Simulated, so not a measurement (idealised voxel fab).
voxel self aligned vias: a process module
The width of the displayed cross-section, cut, is 275 nm; its cells are square, with a size of 5 nm.
If you're reading a cross-section in this doc, picture square cells in a grid; it comes to you as bands, top ones listed first down to the bottom, and a band can be one or more rows of cells.
Per band: top height and bottom height in nm, followed by the left-to-right materials and their widths in nm; "everywhere" marks a single material spanning edge to edge, "air" marks empty space.
We count height from 0. Below that, the starting wafer is all one material. The lowest band never ends at the bottom but goes on down; see "0 -> down" for how that is written.
A width given as "30 to 40" starts at the first number in the band's top row and ends at the second number in its bottom row, shifting by an equal amount at every step from row to row.
Given "no change" for a step, no cell of the cross-section differs between before and after that step.
Listed in "Enclosed void entries": every empty space of 8 or more cells without an open way to the top. Form: width x height at distance, the distance being from the left edge, all in nm.
What comes after the settings on a step's line is commentary from the simulator itself on that step.
The "overlay nm" setting may appear on a step's line; for a step that uses a mask, it gives how far to the right of its planned position the mask lay, and a negative value indicates the left.
[Steps planned for the process]
1: RECEIVE, material Si
2: CONFORMAL_DEP, material SiO2, thk nm 15
3: CONFORMAL_DEP, material SiCN, thk nm 5
4: DIRECTIONAL_DEP, material SiO2, thk nm 20
5: PATTERN, tone open, mask id LINES, material resist, width nm 20, pitch nm 55, thk nm 15, overlay nm 0
6: DIRECTIONAL_ETCH, etch materials SiO2, depth nm 20
7: STRIP, etch materials resist
8: CONFORMAL_DEP, material TiN, thk nm 5
9: FILL_DEP, material Ru, thk nm 5
10: CMP, height nm 40
11: SELECTIVE_ETCH, etch materials W Ru TiN, depth nm 10
12: FILL_DEP, material SiN, thk nm 5
13: CMP, height nm 40
14: DIRECTIONAL_DEP, material SiO2, thk nm 15
15: MASKED_ETCH, tone open, mask id VIAS, width nm 30, pitch nm 55, etch materials SiO2, depth nm 15, overlay nm 0
16: MASKED_ETCH, tone open, mask id VIAS, width nm 30, pitch nm 55, etch materials SiN, depth nm 10, overlay nm 0
17: CONFORMAL_DEP, material TiN, thk nm 5
18: FILL_DEP, material W, thk nm 5
19: CMP, height nm 55
20: CONFORMAL_DEP, material SiCN, thk nm 5
[Cross-section: wafer on arrival = after step 1]
  0 -> down: Si everywhere
  Enclosed void entries: none
[Cross-section, first of two wafers, end of module, run as planned]
  60 -> 55: SiCN everywhere
  55 -> 45: SiO2: 65, TiN: 5, W: 20, TiN: 5, SiO2: 25, TiN: 5, W: 20, TiN: 5, SiO2: 25, TiN: 5, W: 20, TiN: 5, SiO2: 70
  45 -> 35: SiO2: 65 to 70, TiN: 10 to 5, W: 10, TiN: 10 to 5, SiO2: 25 to 35, TiN: 10 to 5, W: 10, TiN: 10 to 5, SiO2: 25 to 35, TiN: 10 to 5, W: 10, TiN: 10 to 5, SiO2: 70 to 75
  35 -> 30: SiO2: 70, TiN: 20, SiO2: 35, TiN: 20, SiO2: 35, TiN: 20, SiO2: 75
  30 -> 25: SiO2: 70, TiN: 5, Ru: 10, TiN: 5, SiO2: 35, TiN: 5, Ru: 10, TiN: 5, SiO2: 35, TiN: 5, Ru: 10, TiN: 5, SiO2: 75
  25 -> 20: SiO2: 70, TiN: 20, SiO2: 35, TiN: 20, SiO2: 35, TiN: 20, SiO2: 75
  20 -> 15: SiCN everywhere
  15 -> 0: SiO2 everywhere
  0 -> down: Si everywhere
  Enclosed void entries: none
[Same start, same plan as the first wafer - but one mistake in the run. Cross-section of the second of the two at the end of the module]
  60 -> 55: SiCN everywhere
  55 -> 40: SiO2: 65, TiN: 5, W: 20, TiN: 5, SiO2: 25, TiN: 5, W: 20, TiN: 5, SiO2: 25, TiN: 5, W: 20, TiN: 5, SiO2: 70
  40 -> 35: SiN: 65, TiN: 10, W: 10, TiN: 10, SiN: 25, TiN: 10, W: 10, TiN: 10, SiN: 25, TiN: 10, W: 10, TiN: 10, SiN: 70
  35 -> 30: SiO2: 70, TiN: 20, SiO2: 35, TiN: 20, SiO2: 35, TiN: 20, SiO2: 75
  30 -> 20: SiO2: 70, TiN: 5, Ru: 10, TiN: 5, SiO2: 35, TiN: 5, Ru: 10, TiN: 5, SiO2: 35, TiN: 5, Ru: 10, TiN: 5, SiO2: 75
  20 -> 15: SiO2: 70, TiN: 20, SiO2: 35, TiN: 20, SiO2: 35, TiN: 20, SiO2: 75
  15 -> 0: SiO2 everywhere
  0 -> down: Si everywhere
  Enclosed void entries: none
Against the plan, the run slipped here: the run left out plan step 3 entirely, so it was never executed
at the end the second wafer has, in cells: 6 more of Ru, 55 fewer of SiCN, 37 more of SiN, 6 more of TiN, 6 more of W
